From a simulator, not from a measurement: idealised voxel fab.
You're looking at the process module voxel air gaps.
Shown is cross-section cut, with a width of 300 nm and square cells of size 5 nm.
We lay out every cross-section as a grid of square cells and spell it out in bands from the top down, where one band means one or more rows of cells.
It is stipulated that each band's entry specify, in nanometres, the height of the top of the band and then that of its bottom, followed by the materials of the band in left-to-right sequence, each together with its width in nanometres. A single material marked by the word "edge to edge" is understood to fill the band from edge to edge; the word "air" is understood to denote empty space.
Heights from 0 (as-received wafer is one material below). Bottom band endless downward, as "0 and below".
The notation "30->40" denotes a width that varies across the rows of cells in the band, beginning at the first number in the top row, finishing at the second number in the bottom row, and changing by an identical amount from each row to the next.
A step reported as "no change" is a step in which no cell of the cross-section changed.
So "Encapsulated voids" is basically the list of trapped voids: any empty space of 8 cells or more that can't reach the top through an opening. They're written width x height at distance, the distance being from the left edge, and it's all nm.
Read whatever lies past the settings on a step's line as the simulator's own remark about the step.
overlay nm: on a step with a mask, how far right of its planned place the mask lay; negative means left.
-- Process steps foreseen in the plan
- 1: op RECEIVE | material Si
- 2: op CONFORMAL_DEP | material SiO2 | thk nm 10
- 3: op CONFORMAL_DEP | material SiN | thk nm 5
- 4: op DIRECTIONAL_DEP | material SiO2 | thk nm 35
- 5: op MASKED_ETCH | tone open | mask id LINES | width nm 15 | pitch nm 40 | etch materials SiO2 | depth nm 35 | overlay nm 0
- 6: op CONFORMAL_DEP | material TiN | thk nm 5
- 7: op FILL_DEP | material W | thk nm 10
- 8: op CMP | height nm 50
- 9: op EPI | material Ru | thk nm 10
- 10: op SELECTIVE_ETCH | etch materials SiO2 | depth nm 45
- 11: op CONFORMAL_DEP | material SiCN | thk nm 5
-- Wafer as received: cross-section following step 1
- 0 and below: Si edge to edge
- Encapsulated voids: none
-- The first of two wafers, cross-sectioned at the end of the module, with the run proceeding as planned
- 65 down to 60: air: 65 | SiCN: 165 | air: 70
- 60 down to 50: air: 65 | SiCN: 5 | Ru: 35 | SiCN: 5 | Ru: 35 | SiCN: 5 | Ru: 35 | SiCN: 5 | Ru: 35 | SiCN: 5 | air: 70
- 50 down to 45: air: 65 | SiCN: 15 | TiN: 5 | W: 5 | TiN: 5 | SiCN: 25 | TiN: 5 | W: 5 | TiN: 5 | SiCN: 25 | TiN: 5 | W: 5 | TiN: 5 | SiCN: 25 | TiN: 5 | W: 5 | TiN: 5 | SiCN: 15 | air: 70
- 45 down to 20: air: 75 | SiCN: 5 | TiN: 5 | W: 5 | TiN: 5 | SiCN: 5 | air: 15 | SiCN: 5 | TiN: 5 | W: 5 | TiN: 5 | SiCN: 5 | air: 15 | SiCN: 5 | TiN: 5 | W: 5 | TiN: 5 | SiCN: 5 | air: 15 | SiCN: 5 | TiN: 5 | W: 5 | TiN: 5 | SiCN: 5 | air: 80
- 20 down to 15: SiCN: 80 | TiN: 15 | SiCN: 25 | TiN: 15 | SiCN: 25 | TiN: 15 | SiCN: 25 | TiN: 15 | SiCN: 85
- 15 down to 10: SiN edge to edge
- 10 down to 0: SiO2 edge to edge
- 0 and below: Si edge to edge
- Encapsulated voids: 15 x 25 at 100; 15 x 25 at 140; 15 x 25 at 180
-- What the second wafer looks like in cross-section once the module is done. Its start and its plan matched the first wafer's exactly; what differed was one mistake in how it was run
- 65 down to 60: air: 65 | SiCN: 165 | air: 70
- 60 down to 50: air: 65 | SiCN: 5 | Ru: 35 | SiCN: 5 | Ru: 35 | SiCN: 5 | Ru: 35 | SiCN: 5 | Ru: 35 | SiCN: 5 | air: 70
- 50 down to 45: air: 65 | SiCN: 15 | TiN: 5 | W: 5 | TiN: 5 | SiCN: 25 | TiN: 5 | W: 5 | TiN: 5 | SiCN: 25 | TiN: 5 | W: 5 | TiN: 5 | SiCN: 25 | TiN: 5 | W: 5 | TiN: 5 | SiCN: 15 | air: 70
- 45 down to 20: air: 75 | SiCN: 5 | TiN: 5 | W: 5 | TiN: 5 | SiCN: 5 | air: 15 | SiCN: 5 | TiN: 5 | W: 5 | TiN: 5 | SiCN: 5 | air: 15 | SiCN: 5 | TiN: 5 | W: 5 | TiN: 5 | SiCN: 5 | air: 15 | SiCN: 5 | TiN: 5 | W: 5 | TiN: 5 | SiCN: 5 | air: 80
- 20 down to 15: SiCN: 80 | TiN: 15 | SiCN: 25 | TiN: 15 | SiCN: 25 | TiN: 15 | SiCN: 25 | TiN: 15 | SiCN: 85
- 15 down to 10: TiN edge to edge
- 10 down to 0: SiO2 edge to edge
- 0 and below: Si edge to edge
- Encapsulated voids: 15 x 25 at 100; 15 x 25 at 140; 15 x 25 at 180
Diagnosis: contrary to plan, step 3 was performed as op CONFORMAL_DEP | material TiN | thk nm 5
Final comparison by cell count, materials where the second wafer has more or fewer than the first: -60 SiN; +60 TiN
